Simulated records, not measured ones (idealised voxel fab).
A process module follows: voxel gate over fins.
The figure presents cross-section cut, which has a width of 150 nm and is divided into square cells with an edge length of 5 nm.
Think of the cross-section as a grid of square cells. We describe it in bands, top to bottom, and each band covers one or more rows of those cells. Read a band's entry like this: the first values are the height of its top and the height of its bottom in nm, and what follows is the sequence of materials from left to right, each with its width in nm. Note that "air" is empty space, and that a single material marked "everywhere" reaches across the band from edge to edge. It should be noted that heights are counted from 0, beneath which the wafer as supplied is of one material throughout, and that the lowest band possesses no lower boundary but continues downward, as written in "top 0, no bottom". Think of "30->40" as a width that walks from the first number to the second as you go down the band, top row to bottom row, taking equal-sized steps from row to row. Where a step carries "all unchanged", the cross-section came out of it unchanged, cell for cell. You'll see "Closed void listing" listing empty spaces that have no way open to the top, as long as they're 8 cells or more; the notation is width x height at distance, where the distance is from the left edge, and all of it is in nm. Anything after a step's settings on that line? It's the simulator's own note about the step. On any step carrying a mask, the "overlay nm" setting, if present on the step's line, tells how far right of its planned place the mask lay; negative values point to the left.
Intended process steps:
1) op RECEIVE | material Si
2) op CONFORMAL_DEP | material SiN | thk nm 10
3) op DIRECTIONAL_DEP | material aC | thk nm 15
4) op PATTERN | tone cover | mask id FINS | material resist | width nm 15 | pitch nm 35 | thk nm 35 | overlay nm -15
5) op DIRECTIONAL_ETCH | etch materials aC | depth nm 15
6) op STRIP | etch materials resist
7) op DIRECTIONAL_ETCH | etch materials SiN | depth nm 10
8) op DIRECTIONAL_ETCH | etch materials Si | depth nm 35
9) op STRIP | etch materials aC
10) op OXIDIZE | depth nm 5
11) op FILL_DEP | material SiO2 | thk nm 15
12) op CMP | height nm 10
13) op SELECTIVE_ETCH | etch materials SiO2 | depth nm 25
14) op STRIP | etch materials SiN
15) op CONFORMAL_DEP | material HfO2 | thk nm 5
16) op CONFORMAL_DEP | material TiN | thk nm 5
17) op FILL_DEP | material W | thk nm 10
18) op CMP | height nm 15
19) op CONFORMAL_DEP | material SiCN | thk nm 5
What sets these wafers apart? The overlay nm at step 4. They all start alike, and the plan carries the first wafer's value.
So this is the first of several wafers, cross-sectioned as it came to us, meaning it's at the end of step 1:
- top 0, no bottom  Si everywhere
- Closed void listing: none
First wafer at the end, after step 19:
- top 20, bottom 15  SiCN everywhere
- top 15, bottom 10  W everywhere
- top 10, bottom 5  30 W, then 25 TiN, then 10 W, then 25 TiN, then 60 W
- top 5, bottom 0  30 W, then 5 TiN, then 15 HfO2, then 5 TiN, then 10 W, then 5 TiN, then 15 HfO2, then 5 TiN, then 60 W
- top 0, bottom -5  30 W, then 5 TiN, then 5 HfO2, then 5 Si, then 5 HfO2, then 5 TiN, then 10 W, then 5 TiN, then 5 HfO2, then 5 Si, then 5 HfO2, then 5 TiN, then 60 W
- top -5, bottom -10  35 TiN, then 5 HfO2, then 5 Si, then 5 HfO2, then 20 TiN, then 5 HfO2, then 5 Si, then 5 HfO2, then 65 TiN
- top -10, bottom -15  40 HfO2, then 5 Si, then 30 HfO2, then 5 Si, then 70 HfO2
- top -15, bottom -40  40 SiO2, then 5 Si, then 30 SiO2, then 5 Si, then 70 SiO2
- top -40, no bottom  Si everywhere
- Closed void listing: none
The module's end: a cross-section of the last wafer:
- top 20, bottom 15  SiCN everywhere
- top 15, bottom 10  W everywhere
- top 10, bottom 5  60 W, then 25 TiN, then 10 W, then 25 TiN, then 30 W
- top 5, bottom 0  60 W, then 5 TiN, then 15 HfO2, then 5 TiN, then 10 W, then 5 TiN, then 15 HfO2, then 5 TiN, then 30 W
- top 0, bottom -5  60 W, then 5 TiN, then 5 HfO2, then 5 Si, then 5 HfO2, then 5 TiN, then 10 W, then 5 TiN, then 5 HfO2, then 5 Si, then 5 HfO2, then 5 TiN, then 30 W
- top -5, bottom -10  65 TiN, then 5 HfO2, then 5 Si, then 5 HfO2, then 20 TiN, then 5 HfO2, then 5 Si, then 5 HfO2, then 35 TiN
- top -10, bottom -15  70 HfO2, then 5 Si, then 30 HfO2, then 5 Si, then 40 HfO2
- top -15, bottom -40  70 SiO2, then 5 Si, then 30 SiO2, then 5 Si, then 40 SiO2
- top -40, no bottom  Si everywhere
- Closed void listing: none
Per wafer (row), end of module: delta in cells per material since receipt, (+) for gained, (-) for lost; closed voids after that:
overlay nm -15, +42 HfO2, -224 Si, +30 SiCN, +140 SiO2, +42 TiN, +90 W, Closed void listing: none
overlay nm -10, +42 HfO2, -224 Si, +30 SiCN, +140 SiO2, +42 TiN, +90 W, Closed void listing: none
overlay nm -5, +42 HfO2, -224 Si, +30 SiCN, +140 SiO2, +42 TiN, +90 W, Closed void listing: none
overlay nm 0, +42 HfO2, -224 Si, +30 SiCN, +140 SiO2, +42 TiN, +90 W, Closed void listing: none
overlay nm 5, +42 HfO2, -224 Si, +30 SiCN, +140 SiO2, +42 TiN, +90 W, Closed void listing: none
overlay nm 10, +42 HfO2, -224 Si, +30 SiCN, +140 SiO2, +42 TiN, +90 W, Closed void listing: none
overlay nm 15, +42 HfO2, -224 Si, +30 SiCN, +140 SiO2, +42 TiN, +90 W, Closed void listing: none
